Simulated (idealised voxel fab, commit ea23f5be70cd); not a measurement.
The process module that follows is named voxel tone inversion.
The cross-section shown here is cut; it is 160 nm wide and divided into square cells measuring 5 nm on a side.
Cross-section spec: square-cell grid; bands listed top down; each band is one or more rows. Top, bottom (nm), then materials left to right with widths (nm); lone material tagged "all across" fills the whole band edge to edge; "blank" = empty space. A quick word on heights: they are counted from 0, and under that level the wafer as it came to us is one material throughout. The lowest band is different from the rest in having no bottom; it simply continues downward, written as in "0 and below". The width entry "30 to 40" should be interpreted row by row: the top row of cells in the band takes the first number, the bottom row takes the second number, and the change between adjacent rows is uniform throughout. Reading "nothing changed" for a step: not a cell of the cross-section changed in it. You'll see "Voids, enclosed" listing empty spaces that have no way open to the top, as long as they're 8 cells or more; the notation is width x height at distance, where the distance is from the left edge, and all of it is in nm. It should be noted that, on the line of a given step, the content following the step's settings is a remark produced by the simulator itself with respect to that step. The line of a step may include "overlay nm". On a step with a mask, this value is how far to the right of its planned place the mask lay. A negative value means the mask lay to the left.
## Process steps (planned)
1,RECEIVE, material Si
2,CONFORMAL_DEP, material SiCN, thk nm 5
3,DIRECTIONAL_DEP, material aC, thk nm 25
4,PATTERN, tone cover, mask id POSTS, material resist, width nm 25, pitch nm 40, thk nm 30, overlay nm 0
5,DIRECTIONAL_ETCH, etch materials aC, depth nm 25
6,STRIP, etch materials resist
7,FILL_DEP, material SiO2, thk nm 5
8,CMP, height nm 30
9,STRIP, etch materials aC
## Step 1 complete: cross-section of the wafer as received
  0 and below: Si all across
  Voids, enclosed: none
## Run as planned - first of the two wafers cross-sectioned at the end of the module
  30 down to 5: 25 of SiO2  25 of blank  15 of SiO2  25 of blank  15 of SiO2  25 of blank  30 of SiO2
  5 down to 0: SiCN all across
  0 and below: Si all across
  Voids, enclosed: none
## Here's the second of our two wafers sectioned at module end. Same start as the first, same plan, but one mistake got made running it
  30 down to 25: SiO2 all across
  25 down to 0: 25 of SiO2  25 of aC  15 of SiO2  25 of aC  15 of SiO2  25 of aC  30 of SiO2
  0 and below: Si all across
  Voids, enclosed: none
Which mistake was made when the wafer was run? the run left out plan step 2 entirely, so it was never executed
Materials where the second wafer ends with more or fewer cells than the first: SiCN: 32 fewer | SiO2: 32 more | aC: 75 more
